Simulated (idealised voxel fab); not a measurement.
The document below concerns the process module designated voxel air gaps.
Pictured: cross-section cut, 235 nm wide, on a grid of 5 nm square cells.
Notation: cross-section as square-cell grid; stated in bands, top first, going down; one or more cell rows per band.
Quick guide to a band line: top height, bottom height (nm) up front; then every material left to right with its width in nm. Only one material and it's marked "all across"? Then it fills the band edge to edge. And "blank" just means empty space.
Height is counted from the level 0, under which the received wafer is composed throughout of one material. The lowest of the bands is not closed at the bottom but continues downward, in the notation "from 0 down".
When a width is written as two numbers, as in "30->40", the first number is the width in the top row of cells of the band and the second is the width in its bottom row, and the width changes by the same amount from each row to the next.
"remains unaltered", as given for a step, is the statement that not any cell of the cross-section underwent a change during that step.
Empty spaces without an open route to the top, at least 8 cells in extent, make up the entry "Sealed cavities"; each is given as width x height at distance, where the distance is measured from the left edge, and all are in nm.
What comes after the settings on a step's line is commentary from the simulator itself on that step.
overlay nm: for a step with a mask, the amount by which the mask lay right of where it was planned; a negative amount means left of it.
Steps in the process plan
1) RECEIVE [material Si]
2) CONFORMAL_DEP [material SiO2] [thk nm 10]
3) CONFORMAL_DEP [material SiN] [thk nm 5]
4) DIRECTIONAL_DEP [material SiO2] [thk nm 40]
5) MASKED_ETCH [tone open] [mask id LINES] [width nm 25] [pitch nm 55] [etch materials SiO2] [depth nm 40] [overlay nm 0]
6) CONFORMAL_DEP [material TiN] [thk nm 5]
7) FILL_DEP [material Ru] [thk nm 5]
8) CMP [height nm 55]
9) EPI [material Ru] [thk nm 10]
10) SELECTIVE_ETCH [etch materials SiO2] [depth nm 50]
11) CONFORMAL_DEP [material SiCN] [thk nm 5]
The cross-section here shows the wafer as received, i.e. in its state after step 1
> from 0 down  Si all across
> Sealed cavities: none
Run as planned - first of the two wafers cross-sectioned at the end of the module
> from 70 to 65  blank=5 | SiCN=220 | blank=10
> from 65 to 55  blank=5 | SiCN=5 | Ru=45 | SiCN=10 | Ru=45 | SiCN=10 | Ru=45 | SiCN=10 | Ru=45 | SiCN=5 | blank=10
> from 55 to 50  blank=5 | SiCN=15 | TiN=5 | Ru=15 | TiN=5 | SiCN=30 | TiN=5 | Ru=15 | TiN=5 | SiCN=30 | TiN=5 | Ru=15 | TiN=5 | SiCN=30 | TiN=5 | Ru=15 | TiN=5 | SiCN=15 | blank=10
> from 50 to 20  blank=15 | SiCN=5 | TiN=5 | Ru=15 | TiN=5 | SiCN=5 | blank=20 | SiCN=5 | TiN=5 | Ru=15 | TiN=5 | SiCN=5 | blank=20 | SiCN=5 | TiN=5 | Ru=15 | TiN=5 | SiCN=5 | blank=20 | SiCN=5 | TiN=5 | Ru=15 | TiN=5 | SiCN=5 | blank=20
> from 20 to 15  SiCN=20 | TiN=25 | SiCN=30 | TiN=25 | SiCN=30 | TiN=25 | SiCN=30 | TiN=25 | SiCN=25
> from 15 to 10  SiN all across
> from 10 to 0  SiO2 all across
> from 0 down  Si all across
> Sealed cavities: 20 x 30 at 50; 20 x 30 at 105; 20 x 30 at 160
Here's the second of our two wafers sectioned at module end. Same start as the first, same plan, but one mistake got made running it
> from 70 to 55  blank=5 | Ru=220 | blank=10
> from 55 to 50  blank=5 | Ru=15 | TiN=5 | Ru=15 | TiN=5 | Ru=30 | TiN=5 | Ru=15 | TiN=5 | Ru=30 | TiN=5 | Ru=15 | TiN=5 | Ru=30 | TiN=5 | Ru=15 | TiN=5 | Ru=15 | blank=10
> from 50 to 20  blank=15 | Ru=5 | TiN=5 | Ru=15 | TiN=5 | Ru=5 | blank=20 | Ru=5 | TiN=5 | Ru=15 | TiN=5 | Ru=5 | blank=20 | Ru=5 | TiN=5 | Ru=15 | TiN=5 | Ru=5 | blank=20 | Ru=5 | TiN=5 | Ru=15 | TiN=5 | Ru=5 | blank=20
> from 20 to 15  Ru=20 | TiN=25 | Ru=30 | TiN=25 | Ru=30 | TiN=25 | Ru=30 | TiN=25 | Ru=25
> from 15 to 10  SiN all across
> from 10 to 0  SiO2 all across
> from 0 down  Si all across
> Sealed cavities: 20 x 30 at 50; 20 x 30 at 105; 20 x 30 at 160
what went wrong: step 11 was run on a setting that differed from the plan, and what really ran there is CONFORMAL_DEP [material Ru] [thk nm 5]
Upon completion, the second wafer contains, in terms of cells, a greater or smaller amount of certain materials than the first wafer: Ru: 159 more, SiCN: 159 fewer
